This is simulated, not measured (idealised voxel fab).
Proc. module: voxel plated lines
The figure presents cross-section cut, which has a width of 265 nm and is divided into square cells with an edge length of 5 nm.
Think of the cross-section as a grid of square cells. We describe it in bands, top to bottom, and each band covers one or more rows of those cells.
The band entry comprises the height of the band's top followed by the height of its bottom, expressed in nm, and subsequently the band's materials from left to right, each stated together with its width in nm. Where a single material is marked with the word "throughout", that material fills the band from edge to edge. The word "empty" represents empty space.
Measure heights from 0. That's the level where, below it, the as-received wafer is all one material. The lowest band is bottomless and extends downward; write it as in "0 and below".
With a width like "30..40", each row of cells in the band differs from the next by the same amount, the top row carrying the first number and the bottom row the second.
Where a step carries "remains unaltered", the cross-section came out of it unchanged, cell for cell.
"Trapped cavities": empty spaces of 8 cells or more with no open way to the top, each given as width x height at distance, distance from the left edge, all in nm.
Whatever follows a step's settings on its line is a remark the simulator itself makes about that step.
You can add "overlay nm" to a step's line. For a step with a mask, it describes how far the mask lay to the right of its planned position, and a negative number describes a lay to the left.
# The following list gives the planned process steps
1: RECEIVE [material Si]
2: CONFORMAL_DEP [material SiO2] [thk nm 5]
3: DIRECTIONAL_DEP [material TiN] [thk nm 5]
4: PATTERN [tone open] [mask id LINES] [material resist] [width nm 30] [pitch nm 60] [thk nm 30] [overlay nm 0]
5: EPI [material Ru] [thk nm 10]
6: EPI [material Ru] [thk nm 10]
7: STRIP [etch materials resist]
8: DIRECTIONAL_ETCH [etch materials TiN] [depth nm 5]
9: CONFORMAL_DEP [material SiO2] [thk nm 10]
# Shown in cross-section is the wafer as received, that is, as it stands after step 1
> 0 and below = Si throughout
> Trapped cavities: none
# Cross-sectional result after module completion. Note: starting condition and plan are unchanged from above; one processing mistake was made
> 40 down to 30 = 95 nm SiO2, then 10 nm empty, then 50 nm SiO2, then 10 nm empty, then 100 nm SiO2
> 30 down to 15 = 85 nm Ru, then 10 nm SiO2, then 10 nm empty, then 10 nm SiO2, then 30 nm Ru, then 10 nm SiO2, then 10 nm empty, then 10 nm SiO2, then 90 nm Ru
> 15 down to 10 = 85 nm Ru, then 30 nm SiO2, then 30 nm Ru, then 30 nm SiO2, then 90 nm Ru
> 10 down to 5 = 85 nm TiN, then 30 nm SiO2, then 30 nm TiN, then 30 nm SiO2, then 90 nm TiN
> 5 down to 0 = SiO2 throughout
> 0 and below = Si throughout
> Trapped cavities: none
What was done differently from what was planned? step 4, actual vs plan mismatch, actual run PATTERN [tone cover] [mask id LINES] [material resist] [width nm 30] [pitch nm 60] [thk nm 30] [overlay nm 0]
